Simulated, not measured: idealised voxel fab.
Process module heading - voxel ribs on slabs
Pictured: cross-section cut, 240 nm wide, on a grid of 5 nm square cells.
Notation: cross-section as square-cell grid; stated in bands, top first, going down; one or more cell rows per band. Read a band's entry like this: the first values are the height of its top and the height of its bottom in nm, and what follows is the sequence of materials from left to right, each with its width in nm. Note that "empty" is empty space, and that a single material marked "throughout" reaches across the band from edge to edge. Where do heights start? At 0: under that level the wafer as delivered is made of one material only. And the lowest band has no floor; it just carries on downward, as in "0 and below". Width spec "30..40" -> top row of cells at first value, bottom row at second value, equal per-row change in between. Step marked "nothing was modified"? Then no cell in the cross-section changed in it. "Sealed void inventory" - sealed voids, min. 8 cells, no opening to top; format: width x height at distance (distance from left edge; nm throughout). On a step's line, text after the settings is the simulator commenting on that step. The optional step-line setting "overlay nm" applies to steps with a mask and quantifies how far to the right of its planned location the mask lay, a negative value indicating leftward placement.

### The steps planned for the process are as follows
step 1: RECEIVE,material Si
step 2: DIRECTIONAL_DEP,material SiO2,thk nm 20
step 3: DIRECTIONAL_DEP,material SiN,thk nm 20
step 4: DIRECTIONAL_DEP,material aC,thk nm 10
step 5: PATTERN,tone cover,mask id RIB,material resist,width nm 30,thk nm 30,overlay nm 0
step 6: DIRECTIONAL_ETCH,etch materials aC,depth nm 10
step 7: STRIP,etch materials resist
step 8: DIRECTIONAL_ETCH,etch materials SiN,depth nm 15
step 9: STRIP,etch materials aC
step 10: MASKED_ETCH,tone cover,mask id SLAB,width nm 60,etch materials SiN,depth nm 5,overlay nm 0
step 11: FILL_DEP,material SiO2,thk nm 15
step 12: CMP,height nm 50
step 13: DIRECTIONAL_DEP,material W,thk nm 5
step 14: MASKED_ETCH,tone cover,mask id HEATER,width nm 40,etch materials W,depth nm 5,overlay nm 0
step 15: CONFORMAL_DEP,material SiN,thk nm 10

### Shown in cross-section is the wafer as received, that is, as it stands after step 1
0 and below | Si throughout
Sealed void inventory: none

### End state of the module in cross-section, given the above starting point and plan and one mistake in execution
65 down to 60 | empty: 90  SiN: 60  empty: 90
60 down to 55 | SiN throughout
55 down to 50 | SiN: 100  W: 40  SiN: 100
50 down to 20 | SiO2 throughout
20 down to 0 | SiN throughout
0 and below | Si throughout
Sealed void inventory: none
Processing error: the intended sequence of steps 2 and 3 was reversed during processing, with each occupying the position of the other
